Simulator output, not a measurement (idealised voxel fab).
Process module in this document: voxel gate over fins
Cross-section cut spans 180 nm and uses square cells 5 nm in size.
Each cross-section below is a grid of square cells, stated as bands in top-down order, with one or more rows of cells making up each band.
Heads up on the band format: heights come first, top then bottom, in nm. After that it's the materials left to right, each with its width in nm. A single material flagged "everywhere" fills the whole band edge to edge, and "air" means there's empty space there.
Heads up on the height convention: 0 is the point under which the incoming wafer is all one material, and the lowest band has no bottom, it just keeps going down, like "top 0, no bottom".
Top row gets the first number, bottom row gets the second, and each row in between changes by the same step: that is how a band width like "30 to 40" works.
You'll sometimes find "remained the same" written for a step, and that's the way of saying that nowhere in the cross-section did a cell change during that step.
The entry titled "Enclosed empty spaces" provides the empty spaces that have no open way to the top, restricted to those of 8 cells or more. Each is presented as width x height at distance, the distance being measured from the left edge, with all three in nm.
Post-settings text on a step line: simulator's own remark regarding the step.
overlay nm: right-of-plan distance of the mask on a masked step; negative values mean left-of-plan.
Process steps (planned):
1 RECEIVE | material Si
2 CONFORMAL_DEP | material SiN | thk nm 5
3 DIRECTIONAL_DEP | material aC | thk nm 15
4 PATTERN | tone cover | mask id FINS | material resist | width nm 15 | pitch nm 40 | thk nm 35 | overlay nm 0
5 DIRECTIONAL_ETCH | etch materials aC | depth nm 15
6 STRIP | etch materials resist
7 DIRECTIONAL_ETCH | etch materials SiN | depth nm 5
8 DIRECTIONAL_ETCH | etch materials Si | depth nm 30
9 STRIP | etch materials aC
10 FILL_DEP | material SiO2 | thk nm 10
11 CMP | height nm 5
12 SELECTIVE_ETCH | etch materials SiO2 | depth nm 15
13 STRIP | etch materials SiN
14 CONFORMAL_DEP | material HfO2 | thk nm 5
15 CONFORMAL_DEP | material TiN | thk nm 5
16 FILL_DEP | material W | thk nm 10
17 CMP | height nm 15
18 CONFORMAL_DEP | material SiCN | thk nm 5
Don't read the plan's width nm for step 4 as applying to every wafer: that's the first wafer's value, and the wafers differ in it, though they all start identical.
The first of several wafers in cross-section, exactly as it reached us after step 1:
* top 0, no bottom = Si everywhere
* Enclosed empty spaces: none
First of several wafers in cross-section at module end, following the final step, step 18:
* top 20, bottom 15 = SiCN everywhere
* top 15, bottom 10 = W everywhere
* top 10, bottom 5 = W: 10 / TiN: 35 / W: 5 / TiN: 35 / W: 5 / TiN: 35 / W: 5 / TiN: 35 / W: 15
* top 5, bottom 0 = W: 10 / TiN: 5 / HfO2: 25 / TiN: 5 / W: 5 / TiN: 5 / HfO2: 25 / TiN: 5 / W: 5 / TiN: 5 / HfO2: 25 / TiN: 5 / W: 5 / TiN: 5 / HfO2: 25 / TiN: 5 / W: 15
* top 0, bottom -5 = TiN: 15 / HfO2: 5 / Si: 15 / HfO2: 5 / TiN: 15 / HfO2: 5 / Si: 15 / HfO2: 5 / TiN: 15 / HfO2: 5 / Si: 15 / HfO2: 5 / TiN: 15 / HfO2: 5 / Si: 15 / HfO2: 5 / TiN: 20
* top -5, bottom -10 = HfO2: 20 / Si: 15 / HfO2: 25 / Si: 15 / HfO2: 25 / Si: 15 / HfO2: 25 / Si: 15 / HfO2: 25
* top -10, bottom -30 = SiO2: 20 / Si: 15 / SiO2: 25 / Si: 15 / SiO2: 25 / Si: 15 / SiO2: 25 / Si: 15 / SiO2: 25
* top -30, no bottom = Si everywhere
* Enclosed empty spaces: none
The module's end: a cross-section of the last wafer:
* top 20, bottom 15 = SiCN everywhere
* top 15, bottom 10 = W everywhere
* top 10, bottom 5 = W: 5 / TiN: 165 / W: 10
* top 5, bottom 0 = W: 5 / TiN: 5 / HfO2: 35 / TiN: 5 / HfO2: 35 / TiN: 5 / HfO2: 35 / TiN: 5 / HfO2: 35 / TiN: 5 / W: 10
* top 0, bottom -5 = TiN: 10 / HfO2: 5 / Si: 25 / HfO2: 5 / TiN: 5 / HfO2: 5 / Si: 25 / HfO2: 5 / TiN: 5 / HfO2: 5 / Si: 25 / HfO2: 5 / TiN: 5 / HfO2: 5 / Si: 25 / HfO2: 5 / TiN: 15
* top -5, bottom -10 = HfO2: 15 / Si: 25 / HfO2: 15 / Si: 25 / HfO2: 15 / Si: 25 / HfO2: 15 / Si: 25 / HfO2: 20
* top -10, bottom -30 = SiO2: 15 / Si: 25 / SiO2: 15 / Si: 25 / SiO2: 15 / Si: 25 / SiO2: 15 / Si: 25 / SiO2: 20
* top -30, no bottom = Si everywhere
* Enclosed empty spaces: none
For your reference, the table is organized with a row per wafer; each row reflects the wafer at the end of the module, indicating for each material the cells gained (+) or lost (-) since receipt, and thereafter its closed voids:
width nm 15, +52 HfO2, -144 Si, +36 SiCN, +96 SiO2, +52 TiN, +52 W, Enclosed empty spaces: none
width nm 20, +52 HfO2, -120 Si, +36 SiCN, +80 SiO2, +52 TiN, +44 W, Enclosed empty spaces: none
width nm 25, +52 HfO2, -96 Si, +36 SiCN, +64 SiO2, +46 TiN, +42 W, Enclosed empty spaces: none
